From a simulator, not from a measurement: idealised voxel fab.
process module | voxel quadruple lines
cross-section cut | 265 nm wide | cells 5 nm
A cross-section is a grid of square cells, given in bands from the top down. A band is one or more rows of cells.
Each band's line starts with the height of the band's top and of its bottom, in nm. Then come its materials from left to right, each with its width in nm. One material with "throughout" fills the band from edge to edge. "air" is empty space.
Height 0 is the level under which the wafer as received is all one material. The lowest band goes on downwards, as in "0 down".
A width such as "30 to 40" changes by the same amount from each row of cells to the next, from the band's top row to its bottom row.
"no change" after a step means that no cell of the cross-section changed.
closed voids: empty space of 8 cells or more with no open way to the top, each as width x height at its distance from the left edge, in nm
after a step's settings: what the simulator itself notes on the step
overlay nm, on a step with a mask: how far to the right of its planned place the mask lay; to the left if negative
plan
1 op RECEIVE | material Si
2 op CONFORMAL_DEP | material Al2O3 | thk nm 5
3 op DIRECTIONAL_DEP | material W | thk nm 10
4 op DIRECTIONAL_DEP | material polySi | thk nm 15
5 op DIRECTIONAL_DEP | material aC | thk nm 20
6 op PATTERN | tone cover | mask id MANDREL | material resist | width nm 20 | pitch nm 60 | thk nm 25 | overlay nm 0
7 op DIRECTIONAL_ETCH | etch materials aC | depth nm 20
8 op STRIP | etch materials resist
9 op CONFORMAL_DEP | material SiO2 | thk nm 10
10 op DIRECTIONAL_ETCH | etch materials SiO2 | depth nm 10
11 op STRIP | etch materials aC
12 op DIRECTIONAL_ETCH | etch materials polySi | depth nm 15
13 op STRIP | etch materials SiO2
14 op CONFORMAL_DEP | material SiN | thk nm 5
15 op DIRECTIONAL_ETCH | etch materials SiN | depth nm 5
16 op STRIP | etch materials polySi
17 op DIRECTIONAL_ETCH | etch materials W | depth nm 10
18 op STRIP | etch materials SiN
19 op FILL_DEP | material SiO2 | thk nm 10
20 op CMP | height nm 15
as received, after step 1
  0 down: Si throughout
  closed voids: none
a wafer at the end: this start, this plan, one mistake
  15 to 5: polySi throughout
  5 to 0: Al2O3 throughout
  0 down: Si throughout
  closed voids: none
what went wrong: steps 3 and 4 were swapped
